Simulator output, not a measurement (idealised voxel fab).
Process module under the name voxel wiring stack
In the cross-section labelled cut, the width is 185 nm and each square cell is 5 nm.
Just so we're on the same page, the cross-sections are grids of square cells, and they're listed out in bands top to bottom, each band one or more rows deep. Band: top and bottom heights (nm) first, top before bottom; then materials from left to right, widths in nm. "edge to edge" marks a sole material filling the band edge to edge. "air" denotes empty space. Heights are expressed relative to 0, this being the level below which the as-received wafer comprises one material exclusively. The lowest band is unbounded in the downward direction and is denoted as in "from 0 down". Per-row width for "30..40": begins at first number (top row of band), ends at second number (bottom row), increment between rows held constant. Step note "identical to before" = no cross-section cell changed. What "Enclosed void entries" gives you is every empty space of 8 cells or more that is cut off from the top. Each appears as width x height at distance, with the distance taken from the left edge and width, height and distance all in nm. Text after the settings on a step's line: the simulator's own remark on that step. A step's line can hold "overlay nm"; with a mask on that step, the setting says how far right of the planned place the mask lay, while a negative setting says it lay to the left.

[Process steps (planned)]
1: RECEIVE | material Si
2: CONFORMAL_DEP | material SiO2 | thk nm 10
3: DIRECTIONAL_DEP | material TiN | thk nm 5
4: DIRECTIONAL_DEP | material Ru | thk nm 25
5: MASKED_ETCH | tone cover | mask id METAL_1 | width nm 20 | pitch nm 45 | etch materials Ru | depth nm 25 | overlay nm 0
6: MASKED_ETCH | tone cover | mask id METAL_1 | width nm 20 | pitch nm 45 | etch materials TiN | depth nm 5 | overlay nm 0
7: CONFORMAL_DEP | material SiCN | thk nm 5
8: FILL_DEP | material SiO2 | thk nm 10
9: CMP | height nm 40
10: CONFORMAL_DEP | material SiCN | thk nm 5
11: DIRECTIONAL_DEP | material SiO2 | thk nm 15
12: MASKED_ETCH | tone open | mask id PLUG_1 | width nm 15 | pitch nm 45 | etch materials SiO2 | depth nm 15 | overlay nm 0
13: MASKED_ETCH | tone open | mask id PLUG_1 | width nm 15 | pitch nm 45 | etch materials SiCN | depth nm 5 | overlay nm 0
14: EPI | material Ru | thk nm 10
15: EPI | material Ru | thk nm 10
16: DIRECTIONAL_DEP | material TiN | thk nm 5
17: DIRECTIONAL_DEP | material Ru | thk nm 20
18: DIRECTIONAL_DEP | material aC | thk nm 15
19: PATTERN | tone cover | mask id METAL_2 | material resist | width nm 20 | pitch nm 45 | thk nm 30 | overlay nm 0
20: DIRECTIONAL_ETCH | etch materials aC | depth nm 15
21: STRIP | etch materials resist
22: DIRECTIONAL_ETCH | etch materials Ru | depth nm 20
23: DIRECTIONAL_ETCH | etch materials TiN | depth nm 5
24: STRIP | etch materials aC
25: FILL_DEP | material lowk | thk nm 5
26: CMP | height nm 85
27: CONFORMAL_DEP | material SiCN | thk nm 5

[What follows covers the first of two wafers; it ran as planned]

[This is the cross-section of the wafer as we received it, i.e. after step 1]
> from 0 down: Si edge to edge
> Enclosed void entries: none

[Cross-section: wafer state after step 2]
> from 10 to 0: SiO2 edge to edge
> Lower than 0, everything is as it was.

[Cross-section: wafer state after step 3]
> from 15 to 10: TiN edge to edge
> Lower than 10, everything is as it was.

[Cross-section: wafer state after step 4]
> from 40 to 15: Ru edge to edge
> Lower than 15, everything is as it was.

[Cross-section: wafer state after step 5]
> from 40 to 15: air: 35 | Ru: 20 | air: 25 | Ru: 20 | air: 25 | Ru: 20 | air: 40
> Lower than 15, everything is as it was.

[Cross-section: wafer state after step 6]
> from 40 to 15: air: 35 | Ru: 20 | air: 25 | Ru: 20 | air: 25 | Ru: 20 | air: 40
> from 15 to 10: air: 35 | TiN: 20 | air: 25 | TiN: 20 | air: 25 | TiN: 20 | air: 40
> Lower than 10, everything is as it was.

[Cross-section: wafer state after step 7]
> from 45 to 40: air: 30 | SiCN: 30 | air: 15 | SiCN: 30 | air: 15 | SiCN: 30 | air: 35
> from 40 to 15: air: 30 | SiCN: 5 | Ru: 20 | SiCN: 5 | air: 15 | SiCN: 5 | Ru: 20 | SiCN: 5 | air: 15 | SiCN: 5 | Ru: 20 | SiCN: 5 | air: 35
> from 15 to 10: SiCN: 35 | TiN: 20 | SiCN: 25 | TiN: 20 | SiCN: 25 | TiN: 20 | SiCN: 40
> Lower than 10, everything is as it was.

[Cross-section: wafer state after step 8]
> from 55 to 45: SiO2 edge to edge
> from 45 to 40: SiO2: 30 | SiCN: 30 | SiO2: 15 | SiCN: 30 | SiO2: 15 | SiCN: 30 | SiO2: 35
> from 40 to 15: SiO2: 30 | SiCN: 5 | Ru: 20 | SiCN: 5 | SiO2: 15 | SiCN: 5 | Ru: 20 | SiCN: 5 | SiO2: 15 | SiCN: 5 | Ru: 20 | SiCN: 5 | SiO2: 35
> Lower than 15, everything is as it was.

[Cross-section: wafer state after step 9]
> from 40 to 15: SiO2: 30 | SiCN: 5 | Ru: 20 | SiCN: 5 | SiO2: 15 | SiCN: 5 | Ru: 20 | SiCN: 5 | SiO2: 15 | SiCN: 5 | Ru: 20 | SiCN: 5 | SiO2: 35
> Lower than 15, everything is as it was.

[Cross-section: wafer state after step 10]
> from 45 to 40: SiCN edge to edge
> Lower than 40, everything is as it was.

[Cross-section: wafer state after step 11]
> from 60 to 45: SiO2 edge to edge
> Lower than 45, everything is as it was.

[Cross-section: wafer state after step 12]
> from 60 to 45: SiO2: 35 | air: 15 | SiO2: 30 | air: 15 | SiO2: 30 | air: 15 | SiO2: 45
> Lower than 45, everything is as it was.

[Cross-section: wafer state after step 13]
> from 60 to 45: SiO2: 35 | air: 15 | SiO2: 30 | air: 15 | SiO2: 30 | air: 15 | SiO2: 45
> from 45 to 40: SiCN: 35 | air: 15 | SiCN: 30 | air: 15 | SiCN: 30 | air: 15 | SiCN: 45
> Lower than 40, everything is as it was.

[Cross-section: wafer state after step 14]
> from 60 to 50: SiO2: 35 | air: 15 | SiO2: 30 | air: 15 | SiO2: 30 | air: 15 | SiO2: 45
> from 50 to 45: SiO2: 35 | Ru: 15 | SiO2: 30 | Ru: 15 | SiO2: 30 | Ru: 15 | SiO2: 45
> from 45 to 40: SiCN: 35 | Ru: 15 | SiCN: 30 | Ru: 15 | SiCN: 30 | Ru: 15 | SiCN: 45
> Lower than 40, everything is as it was.

[Cross-section: wafer state after step 15]
> from 60 to 45: SiO2: 35 | Ru: 15 | SiO2: 30 | Ru: 15 | SiO2: 30 | Ru: 15 | SiO2: 45
> Lower than 45, everything is as it was.

[Cross-section: wafer state after step 16]
> from 65 to 60: TiN edge to edge
> Lower than 60, everything is as it was.

[Cross-section: wafer state after step 17]
> from 85 to 65: Ru edge to edge
> Lower than 65, everything is as it was.

[Cross-section: wafer state after step 18]
> from 100 to 85: aC edge to edge
> Lower than 85, everything is as it was.

[Cross-section: wafer state after step 19]
> from 130 to 100: air: 35 | resist: 20 | air: 25 | resist: 20 | air: 25 | resist: 20 | air: 40
> Lower than 100, everything is as it was.

[Cross-section: wafer state after step 20]
> from 115 to 100: air: 35 | resist: 20 | air: 25 | resist: 20 | air: 25 | resist: 20 | air: 40
> from 100 to 85: air: 35 | aC: 20 | air: 25 | aC: 20 | air: 25 | aC: 20 | air: 40
> Lower than 85, everything is as it was.

[Cross-section: wafer state after step 21]
> from 100 to 85: air: 35 | aC: 20 | air: 25 | aC: 20 | air: 25 | aC: 20 | air: 40
> Lower than 85, everything is as it was.

[Cross-section: wafer state after step 22]
> from 100 to 85: air: 35 | aC: 20 | air: 25 | aC: 20 | air: 25 | aC: 20 | air: 40
> from 85 to 65: air: 35 | Ru: 20 | air: 25 | Ru: 20 | air: 25 | Ru: 20 | air: 40
> Lower than 65, everything is as it was.

[Cross-section: wafer state after step 23]
> from 100 to 85: air: 35 | aC: 20 | air: 25 | aC: 20 | air: 25 | aC: 20 | air: 40
> from 85 to 65: air: 35 | Ru: 20 | air: 25 | Ru: 20 | air: 25 | Ru: 20 | air: 40
> from 65 to 60: air: 35 | TiN: 20 | air: 25 | TiN: 20 | air: 25 | TiN: 20 | air: 40
> Lower than 60, everything is as it was.

[Cross-section: wafer state after step 24]
> from 85 to 65: air: 35 | Ru: 20 | air: 25 | Ru: 20 | air: 25 | Ru: 20 | air: 40
> Lower than 65, everything is as it was.

[Cross-section: wafer state after step 25]
> from 90 to 85: lowk edge to edge
> from 85 to 65: lowk: 35 | Ru: 20 | lowk: 25 | Ru: 20 | lowk: 25 | Ru: 20 | lowk: 40
> from 65 to 60: lowk: 35 | TiN: 20 | lowk: 25 | TiN: 20 | lowk: 25 | TiN: 20 | lowk: 40
> Lower than 60, everything is as it was.

[Cross-section: wafer state after step 26]
> from 85 to 65: lowk: 35 | Ru: 20 | lowk: 25 | Ru: 20 | lowk: 25 | Ru: 20 | lowk: 40
> Lower than 65, everything is as it was.

[Cross-section: wafer state after step 27]
> from 90 to 85: SiCN edge to edge
> Lower than 85, everything is as it was.

[Okay, second wafer. Nothing different at the start, nothing different in the plan, just one mistake somewhere in the running. As far as step 18, counting that step, it's the first wafer all over again]

[Cross-sectional view of the second wafer at the intended end time of process step 19]
> from 130 to 100: air: 35 | resist: 25 | air: 20 | resist: 25 | air: 20 | resist: 25 | air: 35
> Lower than 100, everything is as it was.

[Cross-sectional view of the second wafer at the intended end time of process step 20]
> from 115 to 100: air: 35 | resist: 25 | air: 20 | resist: 25 | air: 20 | resist: 25 | air: 35
> from 100 to 85: air: 35 | aC: 25 | air: 20 | aC: 25 | air: 20 | aC: 25 | air: 35
> Lower than 85, everything is as it was.

[Cross-sectional view of the second wafer at the intended end time of process step 21]
> from 100 to 85: air: 35 | aC: 25 | air: 20 | aC: 25 | air: 20 | aC: 25 | air: 35
> Lower than 85, everything is as it was.

[Cross-sectional view of the second wafer at the intended end time of process step 22]
> from 100 to 85: air: 35 | aC: 25 | air: 20 | aC: 25 | air: 20 | aC: 25 | air: 35
> from 85 to 65: air: 35 | Ru: 25 | air: 20 | Ru: 25 | air: 20 | Ru: 25 | air: 35
> Lower than 65, everything is as it was.

[Cross-sectional view of the second wafer at the intended end time of process step 23]
> from 100 to 85: air: 35 | aC: 25 | air: 20 | aC: 25 | air: 20 | aC: 25 | air: 35
> from 85 to 65: air: 35 | Ru: 25 | air: 20 | Ru: 25 | air: 20 | Ru: 25 | air: 35
> from 65 to 60: air: 35 | TiN: 25 | air: 20 | TiN: 25 | air: 20 | TiN: 25 | air: 35
> Lower than 60, everything is as it was.

[Cross-sectional view of the second wafer at the intended end time of process step 24]
> from 85 to 65: air: 35 | Ru: 25 | air: 20 | Ru: 25 | air: 20 | Ru: 25 | air: 35
> Lower than 65, everything is as it was.

[Cross-sectional view of the second wafer at the intended end time of process step 25]
> from 90 to 85: lowk edge to edge
> from 85 to 65: lowk: 35 | Ru: 25 | lowk: 20 | Ru: 25 | lowk: 20 | Ru: 25 | lowk: 35
> from 65 to 60: lowk: 35 | TiN: 25 | lowk: 20 | TiN: 25 | lowk: 20 | TiN: 25 | lowk: 35
> Lower than 60, everything is as it was.

[Cross-sectional view of the second wafer at the intended end time of process step 26]
> from 85 to 65: lowk: 35 | Ru: 25 | lowk: 20 | Ru: 25 | lowk: 20 | Ru: 25 | lowk: 35
> Lower than 65, everything is as it was.

[Cross-sectional view of the second wafer at the intended end time of process step 27]
> from 90 to 85: SiCN edge to edge
> Lower than 85, everything is as it was.
Against the plan, the run slipped here: step 19 deviated from plan and actually ran as PATTERN | tone cover | mask id METAL_2 | material resist | width nm 25 | pitch nm 45 | thk nm 30 | overlay nm 0
In the final state, the cell counts of the second wafer exceed or fall short of those of the first for the following materials: Ru: 12 more | TiN: 3 more | lowk: 15 fewer
